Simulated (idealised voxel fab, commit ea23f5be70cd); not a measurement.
process module | voxel fin reveal
cross-section cut | 245 nm wide | cells 5 nm
A cross-section is a grid of square cells, given in bands from the top down. A band is one or more rows of cells.
Each band's line starts with the height of the band's top and of its bottom, in nm. Then come its materials from left to right, each with its width in nm. One material with "throughout" fills the band from edge to edge. "air" is empty space.
Height 0 is the level under which the wafer as received is all one material. The lowest band goes on downwards, as in "0 down".
A width such as "30 to 40" changes by the same amount from each row of cells to the next, from the band's top row to its bottom row.
"no change" after a step means that no cell of the cross-section changed.
closed voids: empty space of 8 cells or more with no open way to the top, each as width x height at its distance from the left edge, in nm
after a step's settings: what the simulator itself notes on the step
overlay nm, on a step with a mask: how far to the right of its planned place the mask lay; to the left if negative
plan
1 op RECEIVE | material Si
2 op CONFORMAL_DEP | material SiN | thk nm 10
3 op PATTERN | tone cover | mask id FINS | material resist | width nm 15 | pitch nm 40 | thk nm 15 | overlay nm -15
4 op DIRECTIONAL_ETCH | etch materials SiN | depth nm 10
5 op DIRECTIONAL_ETCH | etch materials Si | depth nm 40
6 op STRIP | etch materials resist
7 op OXIDIZE | depth nm 5
8 op FILL_DEP | material SiO2 | thk nm 10
9 op CMP | height nm 10
10 op SELECTIVE_ETCH | etch materials SiO2 | depth nm 35
11 op STRIP | etch materials SiN
12 op CONFORMAL_DEP | material HfO2 | thk nm 5
varied across the wafers: overlay nm of step 3. The plan shows the first wafer's value. All wafers start alike
first wafer as received, after step 1
  0 down: Si throughout
  closed voids: none
each wafer at the end: cells of each material gained (+) or lost (-) since it was received, then its closed voids
overlay nm -15 | +79 HfO2 | -414 Si | +184 SiO2 | closed voids: none
overlay nm -10 | +79 HfO2 | -414 Si | +184 SiO2 | closed voids: none
overlay nm -5 | +79 HfO2 | -414 Si | +184 SiO2 | closed voids: none
overlay nm 0 | +79 HfO2 | -414 Si | +184 SiO2 | closed voids: none
overlay nm 5 | +79 HfO2 | -414 Si | +184 SiO2 | closed voids: none
overlay nm 10 | +79 HfO2 | -414 Si | +184 SiO2 | closed voids: none
overlay nm 15 | +79 HfO2 | -414 Si | +184 SiO2 | closed voids: none
